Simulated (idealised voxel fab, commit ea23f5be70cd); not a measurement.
Process module name: voxel gate over fins
260 nm wide, 5 nm square cells: that's cross-section cut.
Throughout this document, each cross-section is represented as a grid of square cells and is presented as a sequence of bands enumerated from the top downward, where a band comprises one or more rows of cells. Heights first: top, then bottom, in nm. Then materials, left to right, each with a width in nm. "all across" on a single material: fills the band edge to edge. "air": empty space. For the purposes of this specification, 0 denotes the height below which the wafer in its as-received condition is composed wholly of one material, and the lowermost band, lacking a lower limit, extends downward without end, as expressed in "0 -> down". Think of "30..40" as a width that walks from the first number to the second as you go down the band, top row to bottom row, taking equal-sized steps from row to row. The designation "remained the same", where it is given for a processing step, indicates that no cell of the cross-section was altered in the course of that step. You'll see "Enclosed cavity list" listing empty spaces that have no way open to the top, as long as they're 8 cells or more; the notation is width x height at distance, where the distance is from the left edge, and all of it is in nm. If you see something after the settings on a step's line, that's the simulator's own remark about that step. overlay nm: right-of-plan distance of the mask on a masked step; negative values mean left-of-plan.

### plan
1,RECEIVE with material Si
2,CONFORMAL_DEP with material SiN, thk nm 5
3,MASKED_ETCH with tone cover, mask id FINS, width nm 15, pitch nm 35, etch materials SiN, depth nm 5, overlay nm 0
4,MASKED_ETCH with tone cover, mask id FINS, width nm 15, pitch nm 35, etch materials Si, depth nm 35, overlay nm 0
5,OXIDIZE with depth nm 5
6,FILL_DEP with material SiO2, thk nm 15
7,CMP with height nm 5
8,SELECTIVE_ETCH with etch materials SiO2, depth nm 20
9,STRIP with etch materials SiN
10,CONFORMAL_DEP with material HfO2, thk nm 5
11,CONFORMAL_DEP with material TiN, thk nm 5
12,CONFORMAL_DEP with material TiAl, thk nm 5
13,CONFORMAL_DEP with material TiN, thk nm 5
14,FILL_DEP with material W, thk nm 15
15,CMP with height nm 30
16,CONFORMAL_DEP with material SiN, thk nm 10

### Wafer cross-section on receipt, i.e. after step 1
- 0 -> down | Si all across
- Enclosed cavity list: none

### First of two wafers: cross-section at end of module, run per plan
- 40 -> 30 | SiN all across
- 30 -> 20 | W all across
- 20 -> 15 | W 90 / TiN 80 / W 90
- 15 -> 10 | W 90 / TiN 5 / TiAl 70 / TiN 5 / W 90
- 10 -> 5 | W 90 / TiN 5 / TiAl 5 / TiN 25 / TiAl 10 / TiN 25 / TiAl 5 / TiN 5 / W 90
- 5 -> 0 | TiN 95 / TiAl 5 / TiN 5 / HfO2 15 / TiN 5 / TiAl 10 / TiN 5 / HfO2 15 / TiN 5 / TiAl 5 / TiN 95
- 0 -> -5 | TiAl 100 / TiN 5 / HfO2 5 / Si 5 / HfO2 5 / TiN 5 / TiAl 10 / TiN 5 / HfO2 5 / Si 5 / HfO2 5 / TiN 5 / TiAl 100
- -5 -> -10 | TiN 105 / HfO2 5 / Si 5 / HfO2 5 / TiN 20 / HfO2 5 / Si 5 / HfO2 5 / TiN 105
- -10 -> -15 | HfO2 110 / Si 5 / HfO2 30 / Si 5 / HfO2 110
- -15 -> -40 | SiO2 110 / Si 5 / SiO2 30 / Si 5 / SiO2 110
- -40 -> down | Si all across
- Enclosed cavity list: none

### Cross-sectional view: second of two wafers, end of module; start and plan identical to the first, one mistake in running
- 40 -> 30 | SiN all across
- 30 -> 20 | W all across
- 20 -> 15 | W 90 / TiN 80 / W 90
- 15 -> 10 | W 85 / TiN 10 / TiAl 70 / TiN 5 / W 90
- 10 -> 5 | W 85 / TiN 5 / TiAl 10 / TiN 25 / TiAl 10 / TiN 25 / TiAl 5 / TiN 5 / W 90
- 5 -> 0 | TiN 90 / TiAl 5 / TiN 10 / HfO2 15 / TiN 5 / TiAl 5 / TiN 10 / HfO2 15 / TiN 5 / TiAl 5 / TiN 95
- 0 -> -5 | TiAl 95 / TiN 5 / HfO2 10 / Si 5 / HfO2 5 / TiN 5 / TiAl 5 / TiN 5 / HfO2 10 / Si 5 / HfO2 5 / TiN 5 / TiAl 100
- -5 -> -10 | TiN 100 / HfO2 5 / Si 10 / HfO2 5 / TiN 15 / HfO2 5 / Si 10 / HfO2 5 / TiN 105
- -10 -> -15 | HfO2 105 / Si 10 / HfO2 25 / Si 10 / HfO2 110
- -15 -> -40 | SiO2 105 / Si 10 / SiO2 25 / Si 10 / SiO2 110
- -40 -> down | Si all across
- Enclosed cavity list: none
what went wrong: step 4 was not run as planned; what actually ran was MASKED_ETCH with tone cover, mask id FINS, width nm 15, pitch nm 35, etch materials Si, depth nm 35, overlay nm -5
Upon completion, the second wafer contains, in terms of cells, a greater or smaller amount of certain materials than the first wafer: +14 Si; -10 SiO2; -2 TiAl; -2 W
